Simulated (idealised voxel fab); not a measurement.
Documented hereafter: the process module known as voxel transistor to metal.
Cross-section cut: width 280 nm, square cells of 5 nm.
Each cross-section below is a grid of square cells, stated as bands in top-down order, with one or more rows of cells making up each band.
In this notation a band is specified by the heights of its top and bottom, in that order and in nm, after which its materials appear from left to right, each paired with its width in nm. The word "edge to edge" attached to a single material means that material fills the band from edge to edge; the word "air" stands for empty space.
Note: height 0 marks the level under which the wafer is uniformly one material as received. Lowest band unbounded below, written "from 0 down".
The expression "30->40" gives the width at the extremes of the band, the first number at its top row of cells and the second at its bottom row, with the width changing by equal amounts from each row to the next in between.
Basically "remains unaltered" means that step didn't change any cell in the cross-section.
Listed in "Fully sealed cavities": every empty space of 8 or more cells without an open way to the top. Form: width x height at distance, the distance being from the left edge, all in nm.
Heads up: the bit after the settings on a step's line is the simulator's remark on that step.
"overlay nm" denotes, for a step that has a mask, the displacement of the mask to the right of its planned place, with negative values corresponding to the left.
-- Process steps (planned)
1,RECEIVE [material Si]
2,OXIDIZE [depth nm 5]
3,CONFORMAL_DEP [material SiN] [thk nm 10]
4,PATTERN [tone cover] [mask id ACTIVE] [material resist] [width nm 100] [pitch nm 130] [thk nm 15] [overlay nm 0]
5,DIRECTIONAL_ETCH [etch materials SiN] [depth nm 10]
6,DIRECTIONAL_ETCH [etch materials SiO2] [depth nm 5]
7,DIRECTIONAL_ETCH [etch materials Si] [depth nm 35]
8,STRIP [etch materials resist]
9,FILL_DEP [material SiO2] [thk nm 10]
10,CMP [height nm 10]
11,SELECTIVE_ETCH [etch materials SiO2] [depth nm 10]
12,STRIP [etch materials SiN]
13,SELECTIVE_ETCH [etch materials SiO2] [depth nm 5]
14,OXIDIZE [depth nm 5]
15,DIRECTIONAL_DEP [material polySi] [thk nm 25]
16,DIRECTIONAL_DEP [material SiCN] [thk nm 15]
17,MASKED_ETCH [tone cover] [mask id GATE] [width nm 30] [pitch nm 130] [etch materials SiCN] [depth nm 25] [overlay nm 0]
18,MASKED_ETCH [tone cover] [mask id GATE] [width nm 30] [pitch nm 130] [etch materials polySi] [depth nm 35] [overlay nm 0]
19,CONFORMAL_DEP [material SiN] [thk nm 10]
20,DIRECTIONAL_ETCH [etch materials SiN] [depth nm 10]
21,DIRECTIONAL_ETCH [etch materials SiO2] [depth nm 5]
22,DIRECTIONAL_ETCH [etch materials Si] [depth nm 5]
23,EPI [material nSi] [thk nm 5]
24,FILL_DEP [material SiO2] [thk nm 5]
25,CMP [height nm 20]
26,STRIP [etch materials polySi]
27,SELECTIVE_ETCH [etch materials SiO2] [depth nm 5]
28,CONFORMAL_DEP [material HfO2] [thk nm 5]
29,CONFORMAL_DEP [material TiN] [thk nm 5]
30,FILL_DEP [material W] [thk nm 5]
31,CMP [height nm 15]
32,DIRECTIONAL_DEP [material SiO2] [thk nm 10]
33,PATTERN [tone open] [mask id CONTACT] [material resist] [width nm 15] [thk nm 15] [overlay nm 0]
34,DIRECTIONAL_ETCH [etch materials SiO2] [depth nm 35]
35,STRIP [etch materials resist]
36,CONFORMAL_DEP [material TiN] [thk nm 5]
37,FILL_DEP [material W] [thk nm 10]
38,CMP [height nm 25]
39,CONFORMAL_DEP [material SiCN] [thk nm 5]
40,DIRECTIONAL_DEP [material lowk] [thk nm 25]
41,PATTERN [tone open] [mask id METAL_1] [material resist] [width nm 15] [thk nm 15] [overlay nm 0]
42,DIRECTIONAL_ETCH [etch materials lowk] [depth nm 25]
43,DIRECTIONAL_ETCH [etch materials SiCN] [depth nm 5]
44,STRIP [etch materials resist]
45,CONFORMAL_DEP [material TiN] [thk nm 5]
46,FILL_DEP [material Ru] [thk nm 5]
47,CMP [height nm 55]
48,CONFORMAL_DEP [material SiCN] [thk nm 5]
Be aware that, although all wafers share a common starting state, the width nm at step 4 differs among them, and the plan displays the first wafer's value.
-- Incoming state of the first of several wafers in cross-section: after step 1
  from 0 down | Si edge to edge
  Fully sealed cavities: none
-- Wafer cross-section (first of several) - module end, post step 48 (last step)
  from 60 to 55 | SiCN edge to edge
  from 55 to 30 | lowk 30 nm | TiN 5 nm | Ru 5 nm | TiN 5 nm | lowk 60 nm | TiN 5 nm | Ru 5 nm | TiN 5 nm | lowk 40 nm | TiN 5 nm | Ru 5 nm | TiN 5 nm | lowk 60 nm | TiN 5 nm | Ru 5 nm | TiN 5 nm | lowk 30 nm
  from 30 to 25 | SiCN 30 nm | TiN 15 nm | SiCN 60 nm | TiN 15 nm | SiCN 40 nm | TiN 15 nm | SiCN 60 nm | TiN 15 nm | SiCN 30 nm
  from 25 to 15 | SiO2 30 nm | TiN 5 nm | W 5 nm | TiN 5 nm | SiO2 60 nm | TiN 5 nm | W 5 nm | TiN 5 nm | SiO2 40 nm | TiN 5 nm | W 5 nm | TiN 5 nm | SiO2 60 nm | TiN 5 nm | W 5 nm | TiN 5 nm | SiO2 30 nm
  from 15 to 0 | SiO2 30 nm | TiN 5 nm | W 5 nm | TiN 5 nm | SiO2 5 nm | SiN 10 nm | HfO2 5 nm | TiN 5 nm | W 10 nm | TiN 5 nm | HfO2 5 nm | SiN 10 nm | SiO2 5 nm | TiN 5 nm | W 5 nm | TiN 5 nm | SiO2 40 nm | TiN 5 nm | W 5 nm | TiN 5 nm | SiO2 5 nm | SiN 10 nm | HfO2 5 nm | TiN 5 nm | W 10 nm | TiN 5 nm | HfO2 5 nm | SiN 10 nm | SiO2 5 nm | TiN 5 nm | W 5 nm | TiN 5 nm | SiO2 30 nm
  from 0 to -5 | SiO2 30 nm | TiN 5 nm | W 5 nm | TiN 5 nm | SiO2 5 nm | SiN 10 nm | HfO2 5 nm | TiN 20 nm | HfO2 5 nm | SiN 10 nm | SiO2 5 nm | TiN 5 nm | W 5 nm | TiN 5 nm | SiO2 40 nm | TiN 5 nm | W 5 nm | TiN 5 nm | SiO2 5 nm | SiN 10 nm | HfO2 5 nm | TiN 20 nm | HfO2 5 nm | SiN 10 nm | SiO2 5 nm | TiN 5 nm | W 5 nm | TiN 5 nm | SiO2 30 nm
  from -5 to -10 | SiO2 30 nm | TiN 15 nm | nSi 5 nm | SiO2 5 nm | HfO2 40 nm | SiO2 5 nm | nSi 5 nm | TiN 15 nm | SiO2 40 nm | TiN 15 nm | nSi 5 nm | SiO2 5 nm | HfO2 40 nm | SiO2 5 nm | nSi 5 nm | TiN 15 nm | SiO2 30 nm
  from -10 to -15 | SiO2 25 nm | nSi 25 nm | Si 50 nm | nSi 25 nm | SiO2 30 nm | nSi 25 nm | Si 50 nm | nSi 25 nm | SiO2 25 nm
  from -15 to -40 | SiO2 25 nm | Si 100 nm | SiO2 30 nm | Si 100 nm | SiO2 25 nm
  from -40 down | Si edge to edge
  Fully sealed cavities: none
-- Final wafer cross-section at module end
  from 60 to 55 | SiCN edge to edge
  from 55 to 30 | lowk 30 nm | TiN 5 nm | Ru 5 nm | TiN 5 nm | lowk 60 nm | TiN 5 nm | Ru 5 nm | TiN 5 nm | lowk 40 nm | TiN 5 nm | Ru 5 nm | TiN 5 nm | lowk 60 nm | TiN 5 nm | Ru 5 nm | TiN 5 nm | lowk 30 nm
  from 30 to 25 | SiCN 30 nm | TiN 15 nm | SiCN 60 nm | TiN 15 nm | SiCN 40 nm | TiN 15 nm | SiCN 60 nm | TiN 15 nm | SiCN 30 nm
  from 25 to 15 | SiO2 30 nm | TiN 5 nm | W 5 nm | TiN 5 nm | SiO2 60 nm | TiN 5 nm | W 5 nm | TiN 5 nm | SiO2 40 nm | TiN 5 nm | W 5 nm | TiN 5 nm | SiO2 60 nm | TiN 5 nm | W 5 nm | TiN 5 nm | SiO2 30 nm
  from 15 to 0 | SiO2 30 nm | TiN 5 nm | W 5 nm | TiN 5 nm | SiO2 5 nm | SiN 10 nm | HfO2 5 nm | TiN 5 nm | W 10 nm | TiN 5 nm | HfO2 5 nm | SiN 10 nm | SiO2 5 nm | TiN 5 nm | W 5 nm | TiN 5 nm | SiO2 40 nm | TiN 5 nm | W 5 nm | TiN 5 nm | SiO2 5 nm | SiN 10 nm | HfO2 5 nm | TiN 5 nm | W 10 nm | TiN 5 nm | HfO2 5 nm | SiN 10 nm | SiO2 5 nm | TiN 5 nm | W 5 nm | TiN 5 nm | SiO2 30 nm
  from 0 to -5 | SiO2 30 nm | TiN 5 nm | W 5 nm | TiN 5 nm | SiO2 5 nm | SiN 10 nm | HfO2 5 nm | TiN 20 nm | HfO2 5 nm | SiN 10 nm | SiO2 5 nm | TiN 5 nm | W 5 nm | TiN 5 nm | SiO2 40 nm | TiN 5 nm | W 5 nm | TiN 5 nm | SiO2 5 nm | SiN 10 nm | HfO2 5 nm | TiN 20 nm | HfO2 5 nm | SiN 10 nm | SiO2 5 nm | TiN 5 nm | W 5 nm | TiN 5 nm | SiO2 30 nm
  from -5 to -10 | SiO2 30 nm | TiN 15 nm | nSi 5 nm | SiO2 5 nm | HfO2 40 nm | SiO2 5 nm | nSi 5 nm | TiN 15 nm | SiO2 40 nm | TiN 15 nm | nSi 5 nm | SiO2 5 nm | HfO2 40 nm | SiO2 5 nm | nSi 5 nm | TiN 15 nm | SiO2 30 nm
  from -10 to -15 | SiO2 20 nm | nSi 30 nm | Si 50 nm | nSi 35 nm | SiO2 15 nm | nSi 30 nm | Si 50 nm | nSi 35 nm | SiO2 15 nm
  from -15 to -40 | SiO2 20 nm | Si 115 nm | SiO2 15 nm | Si 115 nm | SiO2 15 nm
  from -40 down | Si edge to edge
  Fully sealed cavities: none
-- Quick key for the table: a row per wafer, taken at the end of the module. For each material it tells you how many cells the wafer gained (+) or lost (-) since it came in, and the closed voids come after
width nm 100, +32 HfO2, +20 Ru, -228 Si, +100 SiCN, +32 SiN, +304 SiO2, +132 TiN, +36 W, +220 lowk, +24 nSi, Fully sealed cavities: none
width nm 105, +32 HfO2, +20 Ru, -218 Si, +100 SiCN, +32 SiN, +292 SiO2, +132 TiN, +36 W, +220 lowk, +26 nSi, Fully sealed cavities: none
width nm 110, +32 HfO2, +20 Ru, -208 Si, +100 SiCN, +32 SiN, +280 SiO2, +132 TiN, +36 W, +220 lowk, +28 nSi, Fully sealed cavities: none
width nm 115, +32 HfO2, +20 Ru, -198 Si, +100 SiCN, +32 SiN, +268 SiO2, +132 TiN, +36 W, +220 lowk, +30 nSi, Fully sealed cavities: none
